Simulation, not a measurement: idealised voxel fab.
process module | voxel released beams
cross-section cut | 180 nm wide | cells 5 nm
A cross-section is a grid of square cells, given in bands from the top down. A band is one or more rows of cells.
Each band's line starts with the height of the band's top and of its bottom, in nm. Then come its materials from left to right, each with its width in nm. One material with "throughout" fills the band from edge to edge. "air" is empty space.
Height 0 is the level under which the wafer as received is all one material. The lowest band goes on downwards, as in "0 down".
A width such as "30 to 40" changes by the same amount from each row of cells to the next, from the band's top row to its bottom row.
"no change" after a step means that no cell of the cross-section changed.
closed voids: empty space of 8 cells or more with no open way to the top, each as width x height at its distance from the left edge, in nm
after a step's settings: what the simulator itself notes on the step
overlay nm, on a step with a mask: how far to the right of its planned place the mask lay; to the left if negative
plan
1 op RECEIVE | material Si
2 op CONFORMAL_DEP | material Al2O3 | thk nm 5
3 op DIRECTIONAL_DEP | material SiO2 | thk nm 15
4 op DIRECTIONAL_DEP | material aC | thk nm 15
5 op PATTERN | tone open | mask id ANCHOR | material resist | width nm 30 | thk nm 35 | overlay nm 0
6 op DIRECTIONAL_ETCH | etch materials aC | depth nm 15
7 op STRIP | etch materials resist
8 op DIRECTIONAL_ETCH | etch materials SiO2 | depth nm 15
9 op STRIP | etch materials aC
10 op CONFORMAL_DEP | material polySi | thk nm 10
11 op MASKED_ETCH | tone cover | mask id BEAM | width nm 80 | etch materials polySi | depth nm 10 | overlay nm 0
12 op STRIP | etch materials SiO2
as received, after step 1
  0 down: Si throughout
  closed voids: none
first wafer at the end, as planned
  30 to 20: air 45 | polySi 15 | air 10 | polySi 55 | air 55
  20 to 15: air 50 | polySi 10 | air 10 | polySi 10 | air 100
  15 to 5: air 50 | polySi 30 | air 100
  5 to 0: Al2O3 throughout
  0 down: Si throughout
  closed voids: none
second wafer at the end: like start, like plan, one mistake
  25 to 15: air 45 | polySi 15 | air 10 | polySi 55 | air 55
  15 to 5: air 50 | polySi 30 | air 100
  5 to 0: Al2O3 throughout
  0 down: Si throughout
  closed voids: none
what went wrong: step 3 ran as: op DIRECTIONAL_DEP | material SiO2 | thk nm 10
at the end the second wafer has, in cells: 4 fewer of polySi
